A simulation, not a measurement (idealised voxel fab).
Herein follows the process module entitled voxel lift off.
Cross-sectional view cut (width: 225 nm; square cell size: 5 nm).
Cross-section, as written here: a square-cell grid given band by band from the top down, where a band holds one or more rows of cells. Top, bottom (nm), then materials left to right with widths (nm); lone material tagged "full width" fills the whole band edge to edge; "empty" = empty space. Heads up on the height convention: 0 is the point under which the incoming wafer is all one material, and the lowest band has no bottom, it just keeps going down, like "0 -> down". The two numbers in a width such as "30 to 40" mark its ends across the band: the first belongs to the top row of cells, the second to the bottom row, and from each row to the next the width moves by the same amount. The designation "nothing altered", where it is given for a processing step, indicates that no cell of the cross-section was altered in the course of that step. Basically, "Fully sealed voids" tells you about the enclosed voids: empty spaces with no open way to the top, 8 cells or bigger, each written width x height at distance, where distance is from the left edge, all in nm. That trailing text on a step's line, after the settings, is the simulator's own remark on the step. Regarding "overlay nm": on a step with a mask, it is the distance the mask lay to the right of its planned place; a negative value places it to the left.
-- So here's the lineup of process steps we planned
1,op RECEIVE | material Si
2,op CONFORMAL_DEP | material Al2O3 | thk nm 15
3,op PATTERN | tone open | mask id LINES | material resist | width nm 15 | pitch nm 40 | thk nm 25 | overlay nm 0
4,op DIRECTIONAL_DEP | material Ru | thk nm 15
5,op STRIP | etch materials resist
6,op CONFORMAL_DEP | material SiN | thk nm 5
Variable across wafers: step 3 width nm (plan value is that of the first wafer; starting state common to all).
-- Cross-section of the first of several wafers on receipt, reflecting completion of step 1
- 0 -> down = Si full width
- Fully sealed voids: none
-- The cross-section of the first of several wafers is given below for the end of the module, after its final step, step 6
- 35 -> 30 = 80 of empty | 25 of SiN | 15 of empty | 25 of SiN | 80 of empty
- 30 -> 20 = 80 of empty | 5 of SiN | 15 of Ru | 5 of SiN | 15 of empty | 5 of SiN | 15 of Ru | 5 of SiN | 80 of empty
- 20 -> 15 = 85 of SiN | 15 of Ru | 25 of SiN | 15 of Ru | 85 of SiN
- 15 -> 0 = Al2O3 full width
- 0 -> down = Si full width
- Fully sealed voids: none
-- Here we cross-sectioned the last of the wafers once the module was done
- 35 -> 30 = 75 of empty | 35 of SiN | 5 of empty | 35 of SiN | 75 of empty
- 30 -> 20 = 75 of empty | 5 of SiN | 25 of Ru | 5 of SiN | 5 of empty | 5 of SiN | 25 of Ru | 5 of SiN | 75 of empty
- 20 -> 15 = 80 of SiN | 25 of Ru | 15 of SiN | 25 of Ru | 80 of SiN
- 15 -> 0 = Al2O3 full width
- 0 -> down = Si full width
- Fully sealed voids: none
-- Below, a row for every wafer. Read it as the end-of-module picture: for each material the wafer shows its cells gained (+) or lost (-) since it was received, and then its closed voids
width nm 15 | +135 Al2O3 | +18 Ru | +57 SiN | Fully sealed voids: none
width nm 20 | +135 Al2O3 | +24 Ru | +57 SiN | Fully sealed voids: none
width nm 25 | +135 Al2O3 | +30 Ru | +57 SiN | Fully sealed voids: none
